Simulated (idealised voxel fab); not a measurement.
process module | voxel tone inversion
cross-section cut | 190 nm wide | cells 5 nm
A cross-section is a grid of square cells, given in bands from the top down. A band is one or more rows of cells.
Each band's line starts with the height of the band's top and of its bottom, in nm. Then come its materials from left to right, each with its width in nm. One material with "throughout" fills the band from edge to edge. "air" is empty space.
Height 0 is the level under which the wafer as received is all one material. The lowest band goes on downwards, as in "0 down".
A width such as "30 to 40" changes by the same amount from each row of cells to the next, from the band's top row to its bottom row.
"no change" after a step means that no cell of the cross-section changed.
closed voids: empty space of 8 cells or more with no open way to the top, each as width x height at its distance from the left edge, in nm
after a step's settings: what the simulator itself notes on the step
overlay nm, on a step with a mask: how far to the right of its planned place the mask lay; to the left if negative
plan
1 op RECEIVE | material Si
2 op CONFORMAL_DEP | material SiN | thk nm 10
3 op DIRECTIONAL_DEP | material polySi | thk nm 15
4 op PATTERN | tone cover | mask id POSTS | material resist | width nm 25 | pitch nm 45 | thk nm 25 | overlay nm 0
5 op DIRECTIONAL_ETCH | etch materials polySi | depth nm 15
6 op STRIP | etch materials resist
7 op FILL_DEP | material SiO2 | thk nm 5
8 op CMP | height nm 25
9 op STRIP | etch materials polySi
first wafer, as planned
as received, after step 1
  0 down: Si throughout
  closed voids: none
after step 2
  10 to 0: SiN throughout
  below 0: unchanged
after step 3
  25 to 10: polySi throughout
  below 10: unchanged
after step 4
  50 to 25: air 15 | resist 25 | air 20 | resist 25 | air 20 | resist 25 | air 20 | resist 25 | air 15
  below 25: unchanged
after step 5
  50 to 25: air 15 | resist 25 | air 20 | resist 25 | air 20 | resist 25 | air 20 | resist 25 | air 15
  25 to 10: air 15 | polySi 25 | air 20 | polySi 25 | air 20 | polySi 25 | air 20 | polySi 25 | air 15
  below 10: unchanged
after step 6
  25 to 10: air 15 | polySi 25 | air 20 | polySi 25 | air 20 | polySi 25 | air 20 | polySi 25 | air 15
  below 10: unchanged
after step 7
  30 to 25: SiO2 throughout
  25 to 10: SiO2 15 | polySi 25 | SiO2 20 | polySi 25 | SiO2 20 | polySi 25 | SiO2 20 | polySi 25 | SiO2 15
  below 10: unchanged
after step 8
  25 to 10: SiO2 15 | polySi 25 | SiO2 20 | polySi 25 | SiO2 20 | polySi 25 | SiO2 20 | polySi 25 | SiO2 15
  below 10: unchanged
after step 9
  25 to 10: SiO2 15 | air 25 | SiO2 20 | air 25 | SiO2 20 | air 25 | SiO2 20 | air 25 | SiO2 15
  below 10: unchanged
second wafer: like start, like plan, one mistake. Through step 5 it matches the first wafer
when step 6 should have ended
  25 to 10: air 15 | polySi 25 | air 20 | polySi 25 | air 20 | polySi 25 | air 20 | polySi 25 | air 15
  below 10: unchanged
when step 7 should have ended
  30 to 25: SiO2 throughout
  25 to 10: SiO2 15 | polySi 25 | SiO2 20 | polySi 25 | SiO2 20 | polySi 25 | SiO2 20 | polySi 25 | SiO2 15
  below 10: unchanged
when step 8 should have ended
  25 to 10: SiO2 15 | polySi 25 | SiO2 20 | polySi 25 | SiO2 20 | polySi 25 | SiO2 20 | polySi 25 | SiO2 15
  below 10: unchanged
when step 9 should have ended
  25 to 10: SiO2 15 | air 25 | SiO2 20 | air 25 | SiO2 20 | air 25 | SiO2 20 | air 25 | SiO2 15
  below 10: unchanged
what went wrong: step 6 was run twice
at the end the two cross-sections are the same: no effect in what this model computes
